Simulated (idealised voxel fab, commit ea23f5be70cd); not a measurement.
Process module name: voxel released beams
Displayed cross-section: cut, width of 210 nm, square cells sized 5 nm.
How to read a cross-section here: the picture is a grid of square cells, written as bands going from the top down, and any band can span one or more rows of cells.
Heads up on the band format: heights come first, top then bottom, in nm. After that it's the materials left to right, each with its width in nm. A single material flagged "full width" fills the whole band edge to edge, and "air" means there's empty space there.
Note: height 0 marks the level under which the wafer is uniformly one material as received. Lowest band unbounded below, written "from 0 down".
Graded width ("30->40"): value in top row of band = first number; value in bottom row = second number; row-to-row change constant.
The cross-section has no changed cell in any step marked "no change occurred".
Entry "Enclosed void listing". Content: empty spaces with no open connection to the top, size 8 cells or greater. Each: width x height at distance. Distance: from left edge. Unit: nm.
On a step's line, text after the settings is the simulator commenting on that step.
On any step carrying a mask, the "overlay nm" setting, if present on the step's line, tells how far right of its planned place the mask lay; negative values point to the left.

Steps in the process plan:
1: RECEIVE [material Si]
2: CONFORMAL_DEP [material Al2O3] [thk nm 5]
3: DIRECTIONAL_DEP [material SiO2] [thk nm 15]
4: DIRECTIONAL_DEP [material aC] [thk nm 15]
5: PATTERN [tone open] [mask id ANCHOR] [material resist] [width nm 30] [thk nm 30] [overlay nm 0]
6: DIRECTIONAL_ETCH [etch materials aC] [depth nm 15]
7: STRIP [etch materials resist]
8: DIRECTIONAL_ETCH [etch materials SiO2] [depth nm 15]
9: STRIP [etch materials aC]
10: CONFORMAL_DEP [material SiN] [thk nm 10]
11: MASKED_ETCH [tone cover] [mask id BEAM] [width nm 90] [etch materials SiN] [depth nm 10] [overlay nm 0]
12: STRIP [etch materials SiO2]

Cross-section of the wafer upon arrival, representing the state reached after step 1:
> from 0 down = Si full width
> Enclosed void listing: none

Looking at the first of two wafers in cross-section at end of module - ran to plan:
> from 30 to 20 = 55 of air, then 15 of SiN, then 10 of air, then 65 of SiN, then 65 of air
> from 20 to 15 = 60 of air, then 10 of SiN, then 10 of air, then 10 of SiN, then 120 of air
> from 15 to 5 = 60 of air, then 30 of SiN, then 120 of air
> from 5 to 0 = Al2O3 full width
> from 0 down = Si full width
> Enclosed void listing: none

What the second wafer looks like in cross-section once the module is done. Its start and its plan matched the first wafer's exactly; what differed was one mistake in how it was run:
> from 40 to 30 = 55 of air, then 15 of SiN, then 10 of air, then 65 of SiN, then 65 of air
> from 30 to 25 = 60 of air, then 10 of SiN, then 10 of air, then 10 of SiN, then 120 of air
> from 25 to 15 = 60 of air, then 30 of SiN, then 120 of air
> from 15 to 0 = Al2O3 full width
> from 0 down = Si full width
> Enclosed void listing: none
Diagnosis: step 2 was not run as planned; what actually ran was CONFORMAL_DEP [material Al2O3] [thk nm 15]
Once processing is complete, comparing cell counts shows that the second wafer has more or fewer of certain materials than the first: +84 Al2O3
